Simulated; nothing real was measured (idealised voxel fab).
This section sets out a process module, namely voxel air gaps.
Cross-sectional view cut (width: 240 nm; square cell size: 5 nm).
Heads up, the way a cross-section reads in here is a grid of square cells, handed over as bands from the top down, with every band being one or more rows of cells. Read a band's entry like this: the first values are the height of its top and the height of its bottom in nm, and what follows is the sequence of materials from left to right, each with its width in nm. Note that "air" is empty space, and that a single material marked "all across" reaches across the band from edge to edge. Height datum 0, below which the as-received substrate wafer is one material. Lowest band open at the bottom, running downward: "z 0 and below". You'd read "30 to 40" like this: the band's top row of cells is as wide as the first number, its bottom row is as wide as the second, and going down, every row changes width by the same amount as the row before did. "nothing different" means the step left every cell of the cross-section as it was. Basically, "Sealed internal cavities" tells you about the enclosed voids: empty spaces with no open way to the top, 8 cells or bigger, each written width x height at distance, where distance is from the left edge, all in nm. That trailing text on a step's line, after the settings, is the simulator's own remark on the step. On any step carrying a mask, the "overlay nm" setting, if present on the step's line, tells how far right of its planned place the mask lay; negative values point to the left.

Steps planned for the process:
| 1 | RECEIVE: material Si |
| 2 | CONFORMAL_DEP: material SiO2, thk nm 15 |
| 3 | CONFORMAL_DEP: material SiCN, thk nm 5 |
| 4 | DIRECTIONAL_DEP: material lowk, thk nm 30 |
| 5 | PATTERN: tone open, mask id LINES, material resist, width nm 15, pitch nm 45, thk nm 20, overlay nm 0 |
| 6 | DIRECTIONAL_ETCH: etch materials lowk, depth nm 30 |
| 7 | STRIP: etch materials resist |
| 8 | CONFORMAL_DEP: material TiN, thk nm 5 |
| 9 | FILL_DEP: material Cu, thk nm 10 |
| 10 | CMP: height nm 50 |
| 11 | EPI: material Ru, thk nm 10 |
| 12 | SELECTIVE_ETCH: etch materials lowk, depth nm 40 |
| 13 | CONFORMAL_DEP: material SiCN, thk nm 5 |

As-received state of the wafer in cross-section, equivalent to post-step 1:
> z 0 and below | Si all across
> Sealed internal cavities: none

Wafer cross-section at module end: first of two, run to plan:
> z 65 to 60 | 50 of air  135 of SiCN  55 of air
> z 60 to 50 | 50 of air  5 of SiCN  35 of Ru  10 of SiCN  35 of Ru  10 of SiCN  35 of Ru  5 of SiCN  55 of air
> z 50 to 45 | 50 of air  15 of SiCN  5 of TiN  5 of Cu  5 of TiN  30 of SiCN  5 of TiN  5 of Cu  5 of TiN  30 of SiCN  5 of TiN  5 of Cu  5 of TiN  15 of SiCN  55 of air
> z 45 to 25 | 60 of air  5 of SiCN  5 of TiN  5 of Cu  5 of TiN  5 of SiCN  20 of air  5 of SiCN  5 of TiN  5 of Cu  5 of TiN  5 of SiCN  20 of air  5 of SiCN  5 of TiN  5 of Cu  5 of TiN  5 of SiCN  65 of air
> z 25 to 20 | 65 of SiCN  15 of TiN  30 of SiCN  15 of TiN  30 of SiCN  15 of TiN  70 of SiCN
> z 20 to 15 | SiCN all across
> z 15 to 0 | SiO2 all across
> z 0 and below | Si all across
> Sealed internal cavities: 20 x 20 at 85; 20 x 20 at 130

Presented here is a cross-section of the second of the two wafers as it stood at the end of the module. It was started in the same manner and assigned the same plan as the first wafer; however, one mistake was made in its execution:
> z 65 to 60 | SiCN all across
> z 60 to 50 | Ru all across
> z 50 to 45 | 70 of TiN  5 of Cu  40 of TiN  5 of Cu  40 of TiN  5 of Cu  75 of TiN
> z 45 to 20 | 65 of lowk  5 of TiN  5 of Cu  5 of TiN  30 of lowk  5 of TiN  5 of Cu  5 of TiN  30 of lowk  5 of TiN  5 of Cu  5 of TiN  70 of lowk
> z 20 to 15 | 65 of lowk  15 of TiN  30 of lowk  15 of TiN  30 of lowk  15 of TiN  70 of lowk
> z 15 to 0 | SiO2 all across
> z 0 and below | Si all across
> Sealed internal cavities: none
What broke from the plan during processing? step 3 from the plan never happened, it was just skipped
End of process, cell counts, second wafer against first, materials with more or fewer: Cu: 3 more, Ru: 54 more, SiCN: 120 fewer, TiN: 45 more, lowk: 234 more
Heads up: the first wafer ends with 2 closed voids, the second with 0.
